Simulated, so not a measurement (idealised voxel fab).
Proc. module: voxel self aligned vias
Cross-sectional view cut (width: 145 nm; square cell size: 5 nm).
In this document a cross-section is written as a grid of square cells. It is given as a series of bands, listed from the top down, and a band is one or more rows of cells. Read a band's entry like this: the first values are the height of its top and the height of its bottom in nm, and what follows is the sequence of materials from left to right, each with its width in nm. Note that "blank" is empty space, and that a single material marked "edge to edge" reaches across the band from edge to edge. Beneath 0, the wafer as received is one material, and that level is where height counting begins. The lowest band goes on downward without a bottom; it is written like "top 0, no bottom". It should be noted that a width expressed as "30->40" varies in equal increments from row to row of cells within the band, taking the value of the first number at the top row and that of the second number at the bottom row. "left unchanged" after a step means that no cell of the cross-section changed. Unvented cavities: empty space of 8 cells or more with no open way to the top, each as width x height at its distance from the left edge, in nm. Read whatever lies past the settings on a step's line as the simulator's own remark about the step. For masked steps, "overlay nm" on the step line gives how far right of plan the mask actually lay; a minus sign means it lay to the left.
List of planned process steps:
- 1: RECEIVE (material Si)
- 2: CONFORMAL_DEP (material SiO2; thk nm 15)
- 3: CONFORMAL_DEP (material SiCN; thk nm 5)
- 4: DIRECTIONAL_DEP (material SiO2; thk nm 25)
- 5: DIRECTIONAL_DEP (material aC; thk nm 15)
- 6: PATTERN (tone open; mask id LINES; material resist; width nm 30; pitch nm 60; thk nm 35; overlay nm 0)
- 7: DIRECTIONAL_ETCH (etch materials aC; depth nm 15)
- 8: STRIP (etch materials resist)
- 9: DIRECTIONAL_ETCH (etch materials SiO2; depth nm 25)
- 10: STRIP (etch materials aC)
- 11: CONFORMAL_DEP (material TiN; thk nm 5)
- 12: FILL_DEP (material Ru; thk nm 5)
- 13: CMP (height nm 45)
- 14: SELECTIVE_ETCH (etch materials W Ru TiN; depth nm 5)
- 15: FILL_DEP (material SiN; thk nm 5)
- 16: CMP (height nm 45)
- 17: DIRECTIONAL_DEP (material SiO2; thk nm 15)
- 18: MASKED_ETCH (tone open; mask id VIAS; width nm 40; etch materials SiO2; depth nm 15; overlay nm 0)
- 19: MASKED_ETCH (tone open; mask id VIAS; width nm 40; etch materials SiN; depth nm 5; overlay nm 0)
- 20: CONFORMAL_DEP (material TiN; thk nm 5)
- 21: FILL_DEP (material Cu; thk nm 5)
- 22: CMP (height nm 60)
- 23: CONFORMAL_DEP (material SiN; thk nm 5)
Wafer, first of two, run as planned:
Incoming wafer, cross-sectional view, post step 1:
> top 0, no bottom | Si edge to edge
> Unvented cavities: none
Wafer section view after processing step 2:
> top 15, bottom 0 | SiO2 edge to edge
> Rest of section, below 0: as before.
Wafer section view after processing step 3:
> top 20, bottom 15 | SiCN edge to edge
> Rest of section, below 15: as before.
Wafer section view after processing step 4:
> top 45, bottom 20 | SiO2 edge to edge
> Rest of section, below 20: as before.
Wafer section view after processing step 5:
> top 60, bottom 45 | aC edge to edge
> Rest of section, below 45: as before.
Wafer section view after processing step 6:
> top 95, bottom 60 | resist 25 | blank 30 | resist 30 | blank 30 | resist 30
> Rest of section, below 60: as before.
Wafer section view after processing step 7:
> top 80, bottom 60 | resist 25 | blank 30 | resist 30 | blank 30 | resist 30
> top 60, bottom 45 | aC 25 | blank 30 | aC 30 | blank 30 | aC 30
> Rest of section, below 45: as before.
Wafer section view after processing step 8:
> top 60, bottom 45 | aC 25 | blank 30 | aC 30 | blank 30 | aC 30
> Rest of section, below 45: as before.
Wafer section view after processing step 9:
> top 60, bottom 45 | aC 25 | blank 30 | aC 30 | blank 30 | aC 30
> top 45, bottom 20 | SiO2 25 | blank 30 | SiO2 30 | blank 30 | SiO2 30
> Rest of section, below 20: as before.
Wafer section view after processing step 10:
> top 45, bottom 20 | SiO2 25 | blank 30 | SiO2 30 | blank 30 | SiO2 30
> Rest of section, below 20: as before.
Wafer section view after processing step 11:
> top 50, bottom 45 | TiN 30 | blank 20 | TiN 40 | blank 20 | TiN 35
> top 45, bottom 25 | SiO2 25 | TiN 5 | blank 20 | TiN 5 | SiO2 30 | TiN 5 | blank 20 | TiN 5 | SiO2 30
> top 25, bottom 20 | SiO2 25 | TiN 30 | SiO2 30 | TiN 30 | SiO2 30
> Rest of section, below 20: as before.
Wafer section view after processing step 12:
> top 55, bottom 50 | Ru edge to edge
> top 50, bottom 45 | TiN 30 | Ru 20 | TiN 40 | Ru 20 | TiN 35
> top 45, bottom 25 | SiO2 25 | TiN 5 | Ru 20 | TiN 5 | SiO2 30 | TiN 5 | Ru 20 | TiN 5 | SiO2 30
> Rest of section, below 25: as before.
Wafer section view after processing step 13:
> top 45, bottom 25 | SiO2 25 | TiN 5 | Ru 20 | TiN 5 | SiO2 30 | TiN 5 | Ru 20 | TiN 5 | SiO2 30
> Rest of section, below 25: as before.
Wafer section view after processing step 14:
> top 45, bottom 40 | SiO2 25 | blank 30 | SiO2 30 | blank 30 | SiO2 30
> Rest of section, below 40: as before.
Wafer section view after processing step 15:
> top 50, bottom 45 | SiN edge to edge
> top 45, bottom 40 | SiO2 25 | SiN 30 | SiO2 30 | SiN 30 | SiO2 30
> Rest of section, below 40: as before.
Wafer section view after processing step 16:
> top 45, bottom 40 | SiO2 25 | SiN 30 | SiO2 30 | SiN 30 | SiO2 30
> Rest of section, below 40: as before.
Wafer section view after processing step 17:
> top 60, bottom 45 | SiO2 edge to edge
> Rest of section, below 45: as before.
Wafer section view after processing step 18:
> top 60, bottom 45 | SiO2 20 | blank 40 | SiO2 85
> Rest of section, below 45: as before.
Wafer section view after processing step 19:
> top 60, bottom 45 | SiO2 20 | blank 40 | SiO2 85
> top 45, bottom 40 | SiO2 25 | blank 30 | SiO2 30 | SiN 30 | SiO2 30
> Rest of section, below 40: as before.
Wafer section view after processing step 20:
> top 65, bottom 60 | TiN 25 | blank 30 | TiN 90
> top 60, bottom 50 | SiO2 20 | TiN 5 | blank 30 | TiN 5 | SiO2 85
> top 50, bottom 45 | SiO2 20 | TiN 10 | blank 20 | TiN 10 | SiO2 85
> top 45, bottom 40 | SiO2 25 | TiN 30 | SiO2 30 | SiN 30 | SiO2 30
> Rest of section, below 40: as before.
Wafer section view after processing step 21:
> top 70, bottom 65 | Cu edge to edge
> top 65, bottom 60 | TiN 25 | Cu 30 | TiN 90
> top 60, bottom 50 | SiO2 20 | TiN 5 | Cu 30 | TiN 5 | SiO2 85
> top 50, bottom 45 | SiO2 20 | TiN 10 | Cu 20 | TiN 10 | SiO2 85
> Rest of section, below 45: as before.
Wafer section view after processing step 22:
> top 60, bottom 50 | SiO2 20 | TiN 5 | Cu 30 | TiN 5 | SiO2 85
> Rest of section, below 50: as before.
Wafer section view after processing step 23:
> top 65, bottom 60 | SiN edge to edge
> Rest of section, below 60: as before.
Second Wafer (Identical Start and Plan, One Processing Error; Matches First Wafer Through Step 5):
Second wafer cross-section, taken as of the time the plan sets for step 6 to be done:
> top 95, bottom 60 | blank 25 | resist 30 | blank 30 | resist 30 | blank 30
> Rest of section, below 60: as before.
Second wafer cross-section, taken as of the time the plan sets for step 7 to be done:
> top 80, bottom 60 | blank 25 | resist 30 | blank 30 | resist 30 | blank 30
> top 60, bottom 45 | blank 25 | aC 30 | blank 30 | aC 30 | blank 30
> Rest of section, below 45: as before.
Second wafer cross-section, taken as of the time the plan sets for step 8 to be done:
> top 60, bottom 45 | blank 25 | aC 30 | blank 30 | aC 30 | blank 30
> Rest of section, below 45: as before.
Second wafer cross-section, taken as of the time the plan sets for step 9 to be done:
> top 60, bottom 45 | blank 25 | aC 30 | blank 30 | aC 30 | blank 30
> top 45, bottom 20 | blank 25 | SiO2 30 | blank 30 | SiO2 30 | blank 30
> Rest of section, below 20: as before.
Second wafer cross-section, taken as of the time the plan sets for step 10 to be done:
> top 45, bottom 20 | blank 25 | SiO2 30 | blank 30 | SiO2 30 | blank 30
> Rest of section, below 20: as before.
Second wafer cross-section, taken as of the time the plan sets for step 11 to be done:
> top 50, bottom 45 | blank 20 | TiN 40 | blank 20 | TiN 40 | blank 25
> top 45, bottom 25 | blank 20 | TiN 5 | SiO2 30 | TiN 5 | blank 20 | TiN 5 | SiO2 30 | TiN 5 | blank 25
> top 25, bottom 20 | TiN 25 | SiO2 30 | TiN 30 | SiO2 30 | TiN 30
> Rest of section, below 20: as before.
Second wafer cross-section, taken as of the time the plan sets for step 12 to be done:
> top 55, bottom 50 | Ru edge to edge
> top 50, bottom 45 | Ru 20 | TiN 40 | Ru 20 | TiN 40 | Ru 25
> top 45, bottom 25 | Ru 20 | TiN 5 | SiO2 30 | TiN 5 | Ru 20 | TiN 5 | SiO2 30 | TiN 5 | Ru 25
> Rest of section, below 25: as before.
Second wafer cross-section, taken as of the time the plan sets for step 13 to be done:
> top 45, bottom 25 | Ru 20 | TiN 5 | SiO2 30 | TiN 5 | Ru 20 | TiN 5 | SiO2 30 | TiN 5 | Ru 25
> Rest of section, below 25: as before.
Second wafer cross-section, taken as of the time the plan sets for step 14 to be done:
> top 45, bottom 40 | blank 25 | SiO2 30 | blank 30 | SiO2 30 | blank 30
> Rest of section, below 40: as before.
Second wafer cross-section, taken as of the time the plan sets for step 15 to be done:
> top 50, bottom 45 | SiN edge to edge
> top 45, bottom 40 | SiN 25 | SiO2 30 | SiN 30 | SiO2 30 | SiN 30
> Rest of section, below 40: as before.
Second wafer cross-section, taken as of the time the plan sets for step 16 to be done:
> top 45, bottom 40 | SiN 25 | SiO2 30 | SiN 30 | SiO2 30 | SiN 30
> Rest of section, below 40: as before.
Second wafer cross-section, taken as of the time the plan sets for step 17 to be done:
> top 60, bottom 45 | SiO2 edge to edge
> Rest of section, below 45: as before.
Second wafer cross-section, taken as of the time the plan sets for step 18 to be done:
> top 60, bottom 45 | SiO2 20 | blank 40 | SiO2 85
> Rest of section, below 45: as before.
Second wafer cross-section, taken as of the time the plan sets for step 19 to be done:
> top 60, bottom 45 | SiO2 20 | blank 40 | SiO2 85
> top 45, bottom 40 | SiN 20 | blank 5 | SiO2 30 | blank 5 | SiN 25 | SiO2 30 | SiN 30
> Rest of section, below 40: as before.
Second wafer cross-section, taken as of the time the plan sets for step 20 to be done:
> top 65, bottom 60 | TiN 25 | blank 30 | TiN 90
> top 60, bottom 50 | SiO2 20 | TiN 5 | blank 30 | TiN 5 | SiO2 85
> top 50, bottom 45 | SiO2 20 | TiN 40 | SiO2 85
> top 45, bottom 40 | SiN 20 | TiN 5 | SiO2 30 | TiN 5 | SiN 25 | SiO2 30 | SiN 30
> Rest of section, below 40: as before.
Second wafer cross-section, taken as of the time the plan sets for step 21 to be done:
> top 70, bottom 65 | Cu edge to edge
> top 65, bottom 60 | TiN 25 | Cu 30 | TiN 90
> top 60, bottom 50 | SiO2 20 | TiN 5 | Cu 30 | TiN 5 | SiO2 85
> Rest of section, below 50: as before.
Second wafer cross-section, taken as of the time the plan sets for step 22 to be done:
> top 60, bottom 50 | SiO2 20 | TiN 5 | Cu 30 | TiN 5 | SiO2 85
> Rest of section, below 50: as before.
Second wafer cross-section, taken as of the time the plan sets for step 23 to be done:
> top 65, bottom 60 | SiN edge to edge
> Rest of section, below 60: as before.
what went wrong: step 6 ran as: PATTERN (tone cover; mask id LINES; material resist; width nm 30; pitch nm 60; thk nm 35; overlay nm 0)
Cell-count delta at end, second wafer over first, by material: Cu -4, Ru +15, SiN +9, SiO2 -25, TiN +5
